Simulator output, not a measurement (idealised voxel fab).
The document below concerns the process module designated voxel self aligned contacts.
The width of the displayed cross-section, cut, is 215 nm; its cells are square, with a size of 5 nm.
This document writes a cross-section as a grid whose cells are square, and gives it as bands, listed from the top down; one or more rows of cells form a band. Band entry format. Leading values: height of top, height of bottom, nm. Remainder: materials in left-to-right order, each with its width in nm. Special words: "edge to edge" on a single material, which then fills the band edge to edge; "empty", empty space. Height reference: 0 = level under which incoming wafer is all one material. Lowest band: no bottom, runs on downward, e.g. "top 0, no bottom". The two numbers in a width such as "30..40" mark its ends across the band: the first belongs to the top row of cells, the second to the bottom row, and from each row to the next the width moves by the same amount. "remained the same" for a step: no cell of the cross-section changed in that step. Any empty space of 8 cells or more lacking an open way to the top shows up in "Enclosed internal cavities" as width x height at distance, distance from the left edge, in nm. That trailing text on a step's line, after the settings, is the simulator's own remark on the step. The line of a step may include "overlay nm". On a step with a mask, this value is how far to the right of its planned place the mask lay. A negative value means the mask lay to the left.
These are the steps we planned for the process:
- 1: RECEIVE: material Si
- 2: OXIDIZE: depth nm 5
- 3: DIRECTIONAL_DEP: material polySi, thk nm 25
- 4: DIRECTIONAL_DEP: material SiN, thk nm 20
- 5: DIRECTIONAL_DEP: material aC, thk nm 10
- 6: PATTERN: tone cover, mask id GATE, material resist, width nm 15, pitch nm 50, thk nm 30, overlay nm 0
- 7: DIRECTIONAL_ETCH: etch materials aC, depth nm 10
- 8: STRIP: etch materials resist
- 9: DIRECTIONAL_ETCH: etch materials SiN, depth nm 20
- 10: DIRECTIONAL_ETCH: etch materials polySi, depth nm 25
- 11: STRIP: etch materials aC
- 12: CONFORMAL_DEP: material SiN, thk nm 5
- 13: DIRECTIONAL_ETCH: etch materials SiN, depth nm 5
- 14: FILL_DEP: material SiO2, thk nm 10
- 15: CMP: height nm 50
- 16: MASKED_ETCH: tone open, mask id CONTACT, width nm 35, etch materials SiO2, depth nm 55, overlay nm 0
- 17: CONFORMAL_DEP: material TiN, thk nm 5
- 18: FILL_DEP: material Ru, thk nm 5
- 19: CMP: height nm 50
- 20: CONFORMAL_DEP: material SiN, thk nm 5
The plan shows the width nm of step 6 as the first wafer had it; this setting differs between the wafers, which start out alike.
So this is the first of several wafers, cross-sectioned as it came to us, meaning it's at the end of step 1:
top 0, no bottom | Si edge to edge
Enclosed internal cavities: none
Cross-section of the first of several wafers once the module has run through its last step, step 20:
top 55, bottom 50 | SiN edge to edge
top 50, bottom 45 | SiO2: 90 / TiN: 10 / Ru: 15 / TiN: 10 / SiO2: 90
top 45, bottom 25 | SiO2: 70 / SiN: 25 / TiN: 5 / Ru: 15 / TiN: 5 / SiN: 25 / SiO2: 70
top 25, bottom 0 | SiO2: 70 / SiN: 5 / polySi: 15 / SiN: 5 / TiN: 5 / Ru: 15 / TiN: 5 / SiN: 5 / polySi: 15 / SiN: 5 / SiO2: 70
top 0, bottom -5 | SiO2: 95 / TiN: 25 / SiO2: 95
top -5, no bottom | Si edge to edge
Enclosed internal cavities: none
End of module, last wafer sectioned:
top 55, bottom 50 | SiN edge to edge
top 50, bottom 45 | SiO2: 90 / TiN: 35 / SiO2: 90
top 45, bottom 25 | SiO2: 60 / SiN: 45 / TiN: 5 / SiN: 45 / SiO2: 60
top 25, bottom 0 | SiO2: 60 / SiN: 5 / polySi: 35 / SiN: 5 / TiN: 5 / SiN: 5 / polySi: 35 / SiN: 5 / SiO2: 60
top 0, bottom -5 | SiO2: 105 / TiN: 5 / SiO2: 105
top -5, no bottom | Si edge to edge
Enclosed internal cavities: none
End of module, by wafer: material-by-material cell gain (+) or loss (-) since receipt, then closed voids:
width nm 15, +30 Ru, -43 Si, +103 SiN, +326 SiO2, +27 TiN, +30 polySi, Enclosed internal cavities: none
width nm 20, +20 Ru, -43 Si, +111 SiN, +318 SiO2, +27 TiN, +40 polySi, Enclosed internal cavities: none
width nm 25, +10 Ru, -43 Si, +119 SiN, +310 SiO2, +27 TiN, +50 polySi, Enclosed internal cavities: none
width nm 30, -43 Si, +127 SiN, +302 SiO2, +27 TiN, +60 polySi, Enclosed internal cavities: none
width nm 35, -43 Si, +135 SiN, +294 SiO2, +17 TiN, +70 polySi, Enclosed internal cavities: none
